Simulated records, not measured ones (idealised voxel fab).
Process module heading - voxel capacitor over wiring
Square cells of 5 nm make up the cross-section cut, whose width is 195 nm.
For the purposes of this document, a cross-section shall be understood as a grid of square cells, specified as bands listed in top-to-bottom order, each band consisting of one or more rows of cells.
Heights first: top, then bottom, in nm. Then materials, left to right, each with a width in nm. "full width" on a single material: fills the band edge to edge. "air": empty space.
Where do heights start? At 0: under that level the wafer as delivered is made of one material only. And the lowest band has no floor; it just carries on downward, as in "z 0 and below".
The notation "30 to 40" denotes a width that varies across the rows of cells in the band, beginning at the first number in the top row, finishing at the second number in the bottom row, and changing by an identical amount from each row to the next.
Where a step carries "nothing was modified", the cross-section came out of it unchanged, cell for cell.
Listed in "Enclosed void list": every empty space of 8 or more cells without an open way to the top. Form: width x height at distance, the distance being from the left edge, all in nm.
Formally, on a step line, whatever follows the settings is a remark that the simulator itself makes on the step.
On any step carrying a mask, the "overlay nm" setting, if present on the step's line, tells how far right of its planned place the mask lay; negative values point to the left.

## Process steps (planned)
1. RECEIVE: material Si
2. CONFORMAL_DEP: material SiO2, thk nm 15
3. CONFORMAL_DEP: material SiN, thk nm 5
4. DIRECTIONAL_DEP: material lowk, thk nm 15
5. DIRECTIONAL_DEP: material aC, thk nm 15
6. PATTERN: tone open, mask id METAL_1, material resist, width nm 30, pitch nm 80, thk nm 30, overlay nm 0
7. DIRECTIONAL_ETCH: etch materials aC, depth nm 15
8. STRIP: etch materials resist
9. DIRECTIONAL_ETCH: etch materials lowk, depth nm 15
10. DIRECTIONAL_ETCH: etch materials SiN, depth nm 5
11. STRIP: etch materials aC
12. CONFORMAL_DEP: material TiN, thk nm 5
13. FILL_DEP: material Ru, thk nm 10
14. CMP: height nm 35
15. CONFORMAL_DEP: material SiCN, thk nm 5
16. DIRECTIONAL_DEP: material SiO2, thk nm 15
17. MASKED_ETCH: tone open, mask id PLUG_1, width nm 15, etch materials SiO2, depth nm 15, overlay nm 0
18. MASKED_ETCH: tone open, mask id PLUG_1, width nm 15, etch materials SiCN, depth nm 5, overlay nm 0
19. EPI: material Ru, thk nm 10
20. EPI: material Ru, thk nm 10
21. DIRECTIONAL_DEP: material TiN, thk nm 5
22. DIRECTIONAL_DEP: material HfO2, thk nm 5
23. DIRECTIONAL_DEP: material TiN, thk nm 5
24. MASKED_ETCH: tone cover, mask id UPPER_PLATE, width nm 55, etch materials TiN, depth nm 5, overlay nm 0
25. MASKED_ETCH: tone cover, mask id UPPER_PLATE, width nm 55, etch materials HfO2, depth nm 5, overlay nm 0
26. MASKED_ETCH: tone cover, mask id LOWER_PLATE, width nm 65, etch materials TiN, depth nm 5, overlay nm 0
27. FILL_DEP: material SiO2, thk nm 20
28. CMP: height nm 85
29. PATTERN: tone open, mask id PLUG_2, material resist, width nm 15, thk nm 15, overlay nm 0
30. DIRECTIONAL_ETCH: etch materials SiO2, depth nm 15
31. STRIP: etch materials resist
32. CONFORMAL_DEP: material TiN, thk nm 5
33. FILL_DEP: material W, thk nm 5
34. CMP: height nm 85
35. CONFORMAL_DEP: material SiCN, thk nm 5

## Wafer as received: cross-section following step 1
  z 0 and below = Si full width
  Enclosed void list: none

## The first of the two wafers as seen in cross-section once the module was finished; processing followed the plan
  z 90 to 85 = SiCN full width
  z 85 to 75 = 65 nm SiO2; 5 nm TiN; 5 nm W; 5 nm TiN; 115 nm SiO2
  z 75 to 65 = 65 to 55 nm SiO2; 15 to 55 nm TiN; 115 to 85 nm SiO2
  z 65 to 60 = 55 nm SiO2; 55 nm HfO2; 85 nm SiO2
  z 60 to 55 = 50 nm SiO2; 65 nm TiN; 80 nm SiO2
  z 55 to 40 = 55 nm SiO2; 15 nm Ru; 125 nm SiO2
  z 40 to 35 = 55 nm SiCN; 15 nm Ru; 125 nm SiCN
  z 35 to 20 = 40 nm lowk; 5 nm TiN; 20 nm Ru; 5 nm TiN; 50 nm lowk; 5 nm TiN; 20 nm Ru; 5 nm TiN; 45 nm lowk
  z 20 to 15 = 40 nm SiN; 30 nm TiN; 50 nm SiN; 30 nm TiN; 45 nm SiN
  z 15 to 0 = SiO2 full width
  z 0 and below = Si full width
  Enclosed void list: none

## Cross-section at end of module for the second wafer of two, which matched the first in starting point and plan and differed by one mistake in its processing
  z 100 to 85 = SiCN full width
  z 85 to 75 = 65 nm SiO2; 5 nm TiN; 5 nm W; 5 nm TiN; 115 nm SiO2
  z 75 to 65 = 65 to 55 nm SiO2; 15 to 55 nm TiN; 115 to 85 nm SiO2
  z 65 to 60 = 55 nm SiO2; 55 nm HfO2; 85 nm SiO2
  z 60 to 55 = 50 nm SiO2; 65 nm TiN; 80 nm SiO2
  z 55 to 40 = 55 nm SiO2; 15 nm Ru; 125 nm SiO2
  z 40 to 35 = 55 nm SiCN; 15 nm Ru; 125 nm SiCN
  z 35 to 20 = 40 nm lowk; 5 nm TiN; 20 nm Ru; 5 nm TiN; 50 nm lowk; 5 nm TiN; 20 nm Ru; 5 nm TiN; 45 nm lowk
  z 20 to 15 = 40 nm SiN; 30 nm TiN; 50 nm SiN; 30 nm TiN; 45 nm SiN
  z 15 to 0 = SiO2 full width
  z 0 and below = Si full width
  Enclosed void list: none
Deviation noted in wafer processing: for step 35, the planned setting was not used; the step was instead run as CONFORMAL_DEP: material SiCN, thk nm 15
Upon completion, the second wafer contains, in terms of cells, a greater or smaller amount of certain materials than the first wafer: SiCN: 78 more
